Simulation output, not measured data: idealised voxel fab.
Presented below is a process module, voxel lift off.
Shown is cross-section cut, with a width of 295 nm and square cells of size 5 nm.
Cross-section, as written here: a square-cell grid given band by band from the top down, where a band holds one or more rows of cells.
Each band's line starts with the height of the band's top and of its bottom, in nm. Then come its materials from left to right, each with its width in nm. One material with "edge to edge" fills the band from edge to edge. "air" is empty space.
The reference from which all heights are counted is 0, the level beneath which the as-received wafer is entirely one material; the lowest band, having no lower bound, proceeds downward and is written after the example "top 0, no bottom".
Quick explanation for "30 to 40": the width changes in equal steps down the rows of cells, from the first number in the band's top row to the second number in its bottom row.
Step note "nothing changed" = no cross-section cell changed.
Listed in "Enclosed void list": every empty space of 8 or more cells without an open way to the top. Form: width x height at distance, the distance being from the left edge, all in nm.
What comes after the settings on a step's line is commentary from the simulator itself on that step.
"overlay nm" on a masked step: distance the mask lay right of its planned place, negative for left.
-- Process steps foreseen in the plan
1 RECEIVE,material Si
2 CONFORMAL_DEP,material Al2O3,thk nm 15
3 PATTERN,tone open,mask id LINES,material resist,width nm 30,pitch nm 55,thk nm 15,overlay nm -15
4 DIRECTIONAL_DEP,material Ru,thk nm 5
5 STRIP,etch materials resist
6 CONFORMAL_DEP,material SiO2,thk nm 10
The wafers in this document start out alike and differ in the overlay nm applied at step 3; the plan shows the value used for the first wafer.
-- The first of several wafers in cross-section, exactly as it reached us after step 1
    top 0, no bottom = Si edge to edge
    Enclosed void list: none
-- Cross-section of the first of several wafers, taken after step 6, where the module ends
    top 30, bottom 25 = air: 50 / SiO2: 50 / air: 5 / SiO2: 50 / air: 5 / SiO2: 50 / air: 85
    top 25, bottom 20 = SiO2 edge to edge
    top 20, bottom 15 = SiO2: 60 / Ru: 30 / SiO2: 25 / Ru: 30 / SiO2: 25 / Ru: 30 / SiO2: 95
    top 15, bottom 0 = Al2O3 edge to edge
    top 0, no bottom = Si edge to edge
    Enclosed void list: none
-- Final wafer cross-section at module end
    top 30, bottom 25 = air: 80 / SiO2: 50 / air: 5 / SiO2: 50 / air: 5 / SiO2: 50 / air: 55
    top 25, bottom 20 = SiO2 edge to edge
    top 20, bottom 15 = SiO2: 90 / Ru: 30 / SiO2: 25 / Ru: 30 / SiO2: 25 / Ru: 30 / SiO2: 65
    top 15, bottom 0 = Al2O3 edge to edge
    top 0, no bottom = Si edge to edge
    Enclosed void list: none
-- For your reference, the table is organized with a row per wafer; each row reflects the wafer at the end of the module, indicating for each material the cells gained (+) or lost (-) since receipt, and thereafter its closed voids
overlay nm -15, +177 Al2O3, +18 Ru, +130 SiO2, Enclosed void list: none
overlay nm -10, +177 Al2O3, +18 Ru, +130 SiO2, Enclosed void list: none
overlay nm -5, +177 Al2O3, +18 Ru, +130 SiO2, Enclosed void list: none
overlay nm 0, +177 Al2O3, +18 Ru, +130 SiO2, Enclosed void list: none
overlay nm 5, +177 Al2O3, +18 Ru, +130 SiO2, Enclosed void list: none
overlay nm 10, +177 Al2O3, +18 Ru, +130 SiO2, Enclosed void list: none
overlay nm 15, +177 Al2O3, +18 Ru, +130 SiO2, Enclosed void list: none
